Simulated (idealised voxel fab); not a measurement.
The process module presented herein is designated voxel self aligned vias.
For reference, the cross-section in this document is cut, with width 215 nm and square cells of 5 nm.
How to read a cross-section here: the picture is a grid of square cells, written as bands going from the top down, and any band can span one or more rows of cells. It is stipulated that each band's entry specify, in nanometres, the height of the top of the band and then that of its bottom, followed by the materials of the band in left-to-right sequence, each together with its width in nanometres. A single material marked by the word "all across" is understood to fill the band from edge to edge; the word "empty" is understood to denote empty space. Where do heights start? At 0: under that level the wafer as delivered is made of one material only. And the lowest band has no floor; it just carries on downward, as in "0 down". Top row gets the first number, bottom row gets the second, and each row in between changes by the same step: that is how a band width like "30..40" works. Any step labelled "left unchanged" changed none of the cells in the cross-section. Empty spaces without an open route to the top, at least 8 cells in extent, make up the entry "Completely sealed voids"; each is given as width x height at distance, where the distance is measured from the left edge, and all are in nm. That trailing text on a step's line, after the settings, is the simulator's own remark on the step. "overlay nm" answers the question of how far to the right of plan the mask lay on a step that has a mask, and when it is negative the answer is to the left.
[Steps in the process plan]
1: RECEIVE [material Si]
2: CONFORMAL_DEP [material SiO2] [thk nm 10]
3: CONFORMAL_DEP [material SiCN] [thk nm 5]
4: DIRECTIONAL_DEP [material SiO2] [thk nm 20]
5: MASKED_ETCH [tone open] [mask id LINES] [width nm 20] [pitch nm 45] [etch materials SiO2] [depth nm 20] [overlay nm 0]
6: CONFORMAL_DEP [material TiN] [thk nm 5]
7: FILL_DEP [material Ru] [thk nm 10]
8: CMP [height nm 35]
9: SELECTIVE_ETCH [etch materials W Ru TiN] [depth nm 5]
10: FILL_DEP [material SiN] [thk nm 5]
11: CMP [height nm 35]
12: DIRECTIONAL_DEP [material SiO2] [thk nm 15]
13: DIRECTIONAL_DEP [material aC] [thk nm 15]
14: PATTERN [tone open] [mask id VIAS] [material resist] [width nm 30] [thk nm 35] [overlay nm 0]
15: DIRECTIONAL_ETCH [etch materials aC] [depth nm 15]
16: STRIP [etch materials resist]
17: DIRECTIONAL_ETCH [etch materials SiO2] [depth nm 15]
18: DIRECTIONAL_ETCH [etch materials SiN] [depth nm 5]
19: STRIP [etch materials aC]
20: CONFORMAL_DEP [material TiN] [thk nm 5]
21: FILL_DEP [material W] [thk nm 10]
22: CMP [height nm 50]
23: CONFORMAL_DEP [material SiN] [thk nm 5]
[First of the two wafers, run per plan]
[Wafer cross-section on receipt, i.e. after step 1]
- 0 down: Si all across
- Completely sealed voids: none
[Sectional view: wafer, after step 2]
- 10 to 0: SiO2 all across
- All layers under 0 are left as they were.
[Sectional view: wafer, after step 3]
- 15 to 10: SiCN all across
- All layers under 10 are left as they were.
[Sectional view: wafer, after step 4]
- 35 to 15: SiO2 all across
- All layers under 15 are left as they were.
[Sectional view: wafer, after step 5]
- 35 to 15: SiO2: 75  empty: 20  SiO2: 25  empty: 20  SiO2: 75
- All layers under 15 are left as they were.
[Sectional view: wafer, after step 6]
- 40 to 35: TiN: 80  empty: 10  TiN: 35  empty: 10  TiN: 80
- 35 to 20: SiO2: 75  TiN: 5  empty: 10  TiN: 5  SiO2: 25  TiN: 5  empty: 10  TiN: 5  SiO2: 75
- 20 to 15: SiO2: 75  TiN: 20  SiO2: 25  TiN: 20  SiO2: 75
- All layers under 15 are left as they were.
[Sectional view: wafer, after step 7]
- 50 to 40: Ru all across
- 40 to 35: TiN: 80  Ru: 10  TiN: 35  Ru: 10  TiN: 80
- 35 to 20: SiO2: 75  TiN: 5  Ru: 10  TiN: 5  SiO2: 25  TiN: 5  Ru: 10  TiN: 5  SiO2: 75
- All layers under 20 are left as they were.
[Sectional view: wafer, after step 8]
- 35 to 20: SiO2: 75  TiN: 5  Ru: 10  TiN: 5  SiO2: 25  TiN: 5  Ru: 10  TiN: 5  SiO2: 75
- All layers under 20 are left as they were.
[Sectional view: wafer, after step 9]
- 35 to 30: SiO2: 75  empty: 20  SiO2: 25  empty: 20  SiO2: 75
- All layers under 30 are left as they were.
[Sectional view: wafer, after step 10]
- 40 to 35: SiN all across
- 35 to 30: SiO2: 75  SiN: 20  SiO2: 25  SiN: 20  SiO2: 75
- All layers under 30 are left as they were.
[Sectional view: wafer, after step 11]
- 35 to 30: SiO2: 75  SiN: 20  SiO2: 25  SiN: 20  SiO2: 75
- All layers under 30 are left as they were.
[Sectional view: wafer, after step 12]
- 50 to 35: SiO2 all across
- All layers under 35 are left as they were.
[Sectional view: wafer, after step 13]
- 65 to 50: aC all across
- All layers under 50 are left as they were.
[Sectional view: wafer, after step 14]
- 100 to 65: resist: 70  empty: 30  resist: 115
- All layers under 65 are left as they were.
[Sectional view: wafer, after step 15]
- 85 to 65: resist: 70  empty: 30  resist: 115
- 65 to 50: aC: 70  empty: 30  aC: 115
- All layers under 50 are left as they were.
[Sectional view: wafer, after step 16]
- 65 to 50: aC: 70  empty: 30  aC: 115
- All layers under 50 are left as they were.
[Sectional view: wafer, after step 17]
- 65 to 50: aC: 70  empty: 30  aC: 115
- 50 to 35: SiO2: 70  empty: 30  SiO2: 115
- All layers under 35 are left as they were.
[Sectional view: wafer, after step 18]
- 65 to 50: aC: 70  empty: 30  aC: 115
- 50 to 35: SiO2: 70  empty: 30  SiO2: 115
- 35 to 30: SiO2: 75  empty: 20  SiO2: 25  SiN: 20  SiO2: 75
- All layers under 30 are left as they were.
[Sectional view: wafer, after step 19]
- 50 to 35: SiO2: 70  empty: 30  SiO2: 115
- All layers under 35 are left as they were.
[Sectional view: wafer, after step 20]
- 55 to 50: TiN: 75  empty: 20  TiN: 120
- 50 to 40: SiO2: 70  TiN: 5  empty: 20  TiN: 5  SiO2: 115
- 40 to 35: SiO2: 70  TiN: 10  empty: 10  TiN: 10  SiO2: 115
- 35 to 30: SiO2: 75  TiN: 20  SiO2: 25  SiN: 20  SiO2: 75
- All layers under 30 are left as they were.
[Sectional view: wafer, after step 21]
- 65 to 55: W all across
- 55 to 50: TiN: 75  W: 20  TiN: 120
- 50 to 40: SiO2: 70  TiN: 5  W: 20  TiN: 5  SiO2: 115
- 40 to 35: SiO2: 70  TiN: 10  W: 10  TiN: 10  SiO2: 115
- All layers under 35 are left as they were.
[Sectional view: wafer, after step 22]
- 50 to 40: SiO2: 70  TiN: 5  W: 20  TiN: 5  SiO2: 115
- All layers under 40 are left as they were.
[Sectional view: wafer, after step 23]
- 55 to 50: SiN all across
- All layers under 50 are left as they were.
[It is to be noted that the second wafer proceeded from the same initial state and according to the same plan as the first, although one mistake was committed in its execution; through step 13, inclusive, the two wafers share an identical history]
[Here is the second wafer in cross-section at the point where step 14 of the plan should have been done]
- 100 to 65: empty: 70  resist: 30  empty: 115
- All layers under 65 are left as they were.
[Here is the second wafer in cross-section at the point where step 15 of the plan should have been done]
- 85 to 65: empty: 70  resist: 30  empty: 115
- 65 to 50: empty: 70  aC: 30  empty: 115
- All layers under 50 are left as they were.
[Here is the second wafer in cross-section at the point where step 16 of the plan should have been done]
- 65 to 50: empty: 70  aC: 30  empty: 115
- All layers under 50 are left as they were.
[Here is the second wafer in cross-section at the point where step 17 of the plan should have been done]
- 65 to 50: empty: 70  aC: 30  empty: 115
- 50 to 35: empty: 70  SiO2: 30  empty: 115
- All layers under 35 are left as they were.
[Here is the second wafer in cross-section at the point where step 18 of the plan should have been done]
- 65 to 50: empty: 70  aC: 30  empty: 115
- 50 to 35: empty: 70  SiO2: 30  empty: 115
- 35 to 30: SiO2: 75  SiN: 20  SiO2: 25  empty: 20  SiO2: 75
- All layers under 30 are left as they were.
[Here is the second wafer in cross-section at the point where step 19 of the plan should have been done]
- 50 to 35: empty: 70  SiO2: 30  empty: 115
- All layers under 35 are left as they were.
[Here is the second wafer in cross-section at the point where step 20 of the plan should have been done]
- 55 to 50: empty: 65  TiN: 40  empty: 110
- 50 to 40: empty: 65  TiN: 5  SiO2: 30  TiN: 5  empty: 110
- 40 to 35: TiN: 70  SiO2: 30  TiN: 25  empty: 10  TiN: 80
- 35 to 30: SiO2: 75  SiN: 20  SiO2: 25  TiN: 20  SiO2: 75
- All layers under 30 are left as they were.
[Here is the second wafer in cross-section at the point where step 21 of the plan should have been done]
- 65 to 55: W all across
- 55 to 50: W: 65  TiN: 40  W: 110
- 50 to 40: W: 65  TiN: 5  SiO2: 30  TiN: 5  W: 110
- 40 to 35: TiN: 70  SiO2: 30  TiN: 25  W: 10  TiN: 80
- All layers under 35 are left as they were.
[Here is the second wafer in cross-section at the point where step 22 of the plan should have been done]
- 50 to 40: W: 65  TiN: 5  SiO2: 30  TiN: 5  W: 110
- All layers under 40 are left as they were.
[Here is the second wafer in cross-section at the point where step 23 of the plan should have been done]
- 55 to 50: SiN all across
- All layers under 50 are left as they were.
In executing the process, a mistake was made relative to the plan: rather than as planned, step 14 actually ran as PATTERN [tone cover] [mask id VIAS] [material resist] [width nm 30] [thk nm 35] [overlay nm 0]
Final tally in cells, some materials are higher or lower on the second wafer than on the first: SiO2: 93 fewer, TiN: 31 more, W: 62 more
